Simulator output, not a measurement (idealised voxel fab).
Herein follows the process module entitled voxel ribs on slabs.
Xsec cut, 230 nm wide, square cell size 5 nm.
How to read a cross-section here: the picture is a grid of square cells, written as bands going from the top down, and any band can span one or more rows of cells.
The band entry comprises the height of the band's top followed by the height of its bottom, expressed in nm, and subsequently the band's materials from left to right, each stated together with its width in nm. Where a single material is marked with the word "full width", that material fills the band from edge to edge. The word "blank" represents empty space.
A quick word on heights: they are counted from 0, and under that level the wafer as it came to us is one material throughout. The lowest band is different from the rest in having no bottom; it simply continues downward, written as in "0 -> down".
Quick explanation for "30 to 40": the width changes in equal steps down the rows of cells, from the first number in the band's top row to the second number in its bottom row.
"no modification" (step): cross-section cells unchanged, all of them.
The entry "Cavities, closed" lists the empty spaces that cover at least 8 cells and have no open path to the top. Each is written as width x height at distance, where the distance is measured from the left edge and all three values are in nm.
Text after the settings on a step's line: the simulator's own remark on that step.
overlay nm: for a step with a mask, the amount by which the mask lay right of where it was planned; a negative amount means left of it.
[The process steps that were planned are listed below]
1: op RECEIVE | material Si
2: op DIRECTIONAL_DEP | material SiO2 | thk nm 25
3: op DIRECTIONAL_DEP | material SiN | thk nm 20
4: op MASKED_ETCH | tone cover | mask id RIB | width nm 20 | etch materials SiN | depth nm 10 | overlay nm 0
5: op PATTERN | tone cover | mask id SLAB | material resist | width nm 80 | thk nm 15 | overlay nm 0
6: op DIRECTIONAL_ETCH | etch materials SiN | depth nm 10
7: op STRIP | etch materials resist
8: op FILL_DEP | material SiO2 | thk nm 30
9: op CMP | height nm 65
10: op DIRECTIONAL_DEP | material TiN | thk nm 5
11: op PATTERN | tone cover | mask id HEATER | material resist | width nm 30 | thk nm 20 | overlay nm 0
12: op DIRECTIONAL_ETCH | etch materials TiN | depth nm 5
13: op STRIP | etch materials resist
14: op CONFORMAL_DEP | material SiO2 | thk nm 10
[On the first of the two wafers: run conducted according to plan]
[As-received wafer cross-section (after step 1)]
0 -> down  Si full width
Cavities, closed: none
[Cross-sectional representation of the wafer at the conclusion of step 2]
25 -> 0  SiO2 full width
At heights below 0, the structure remains unaltered.
[Cross-sectional representation of the wafer at the conclusion of step 3]
45 -> 25  SiN full width
At heights below 25, the structure remains unaltered.
[Cross-sectional representation of the wafer at the conclusion of step 4]
45 -> 35  blank 105  SiN 20  blank 105
At heights below 35, the structure remains unaltered.
[Cross-sectional representation of the wafer at the conclusion of step 5]
60 -> 45  blank 75  resist 80  blank 75
45 -> 35  blank 75  resist 30  SiN 20  resist 30  blank 75
At heights below 35, the structure remains unaltered.
[Cross-sectional representation of the wafer at the conclusion of step 6]
60 -> 45  blank 75  resist 80  blank 75
45 -> 35  blank 75  resist 30  SiN 20  resist 30  blank 75
35 -> 25  blank 75  SiN 80  blank 75
At heights below 25, the structure remains unaltered.
[Cross-sectional representation of the wafer at the conclusion of step 7]
45 -> 35  blank 105  SiN 20  blank 105
At heights below 35, the structure remains unaltered.
[Cross-sectional representation of the wafer at the conclusion of step 8]
75 -> 45  SiO2 full width
45 -> 35  SiO2 105  SiN 20  SiO2 105
35 -> 25  SiO2 75  SiN 80  SiO2 75
At heights below 25, the structure remains unaltered.
[Cross-sectional representation of the wafer at the conclusion of step 9]
65 -> 45  SiO2 full width
At heights below 45, the structure remains unaltered.
[Cross-sectional representation of the wafer at the conclusion of step 10]
70 -> 65  TiN full width
At heights below 65, the structure remains unaltered.
[Cross-sectional representation of the wafer at the conclusion of step 11]
90 -> 70  blank 100  resist 30  blank 100
At heights below 70, the structure remains unaltered.
[Cross-sectional representation of the wafer at the conclusion of step 12]
90 -> 70  blank 100  resist 30  blank 100
70 -> 65  blank 100  TiN 30  blank 100
At heights below 65, the structure remains unaltered.
[Cross-sectional representation of the wafer at the conclusion of step 13]
70 -> 65  blank 100  TiN 30  blank 100
At heights below 65, the structure remains unaltered.
[Cross-sectional representation of the wafer at the conclusion of step 14]
80 -> 75  blank 90  SiO2 50  blank 90
75 -> 70  SiO2 full width
70 -> 65  SiO2 100  TiN 30  SiO2 100
At heights below 65, the structure remains unaltered.
[The remaining wafer, second of the two, started like the first and was run to the same plan, except that one mistake was made along the way; the two coincide through step 3, inclusive]
[Second wafer shown in cross-section at the time step 4 was slated to end]
45 -> 40  blank 105  SiN 20  blank 105
At heights below 40, the structure remains unaltered.
[Second wafer shown in cross-section at the time step 5 was slated to end]
60 -> 45  blank 75  resist 80  blank 75
45 -> 40  blank 75  resist 30  SiN 20  resist 30  blank 75
At heights below 40, the structure remains unaltered.
[Second wafer shown in cross-section at the time step 6 was slated to end]
60 -> 45  blank 75  resist 80  blank 75
45 -> 40  blank 75  resist 30  SiN 20  resist 30  blank 75
40 -> 30  blank 75  SiN 80  blank 75
At heights below 30, the structure remains unaltered.
[Second wafer shown in cross-section at the time step 7 was slated to end]
45 -> 40  blank 105  SiN 20  blank 105
At heights below 40, the structure remains unaltered.
[Second wafer shown in cross-section at the time step 8 was slated to end]
75 -> 45  SiO2 full width
45 -> 40  SiO2 105  SiN 20  SiO2 105
40 -> 30  SiO2 75  SiN 80  SiO2 75
At heights below 30, the structure remains unaltered.
[Second wafer shown in cross-section at the time step 9 was slated to end]
65 -> 45  SiO2 full width
At heights below 45, the structure remains unaltered.
[Second wafer shown in cross-section at the time step 10 was slated to end]
70 -> 65  TiN full width
At heights below 65, the structure remains unaltered.
[Second wafer shown in cross-section at the time step 11 was slated to end]
90 -> 70  blank 100  resist 30  blank 100
At heights below 70, the structure remains unaltered.
[Second wafer shown in cross-section at the time step 12 was slated to end]
90 -> 70  blank 100  resist 30  blank 100
70 -> 65  blank 100  TiN 30  blank 100
At heights below 65, the structure remains unaltered.
[Second wafer shown in cross-section at the time step 13 was slated to end]
70 -> 65  blank 100  TiN 30  blank 100
At heights below 65, the structure remains unaltered.
[Second wafer shown in cross-section at the time step 14 was slated to end]
80 -> 75  blank 90  SiO2 50  blank 90
75 -> 70  SiO2 full width
70 -> 65  SiO2 100  TiN 30  SiO2 100
At heights below 65, the structure remains unaltered.
Nonconformance to the process plan: rather than as planned, step 4 actually ran as op MASKED_ETCH | tone cover | mask id RIB | width nm 20 | etch materials SiN | depth nm 5 | overlay nm 0
Wrapping up, a cell-based count of both wafers puts the second over or under the first for these materials: SiN +42; SiO2 -42
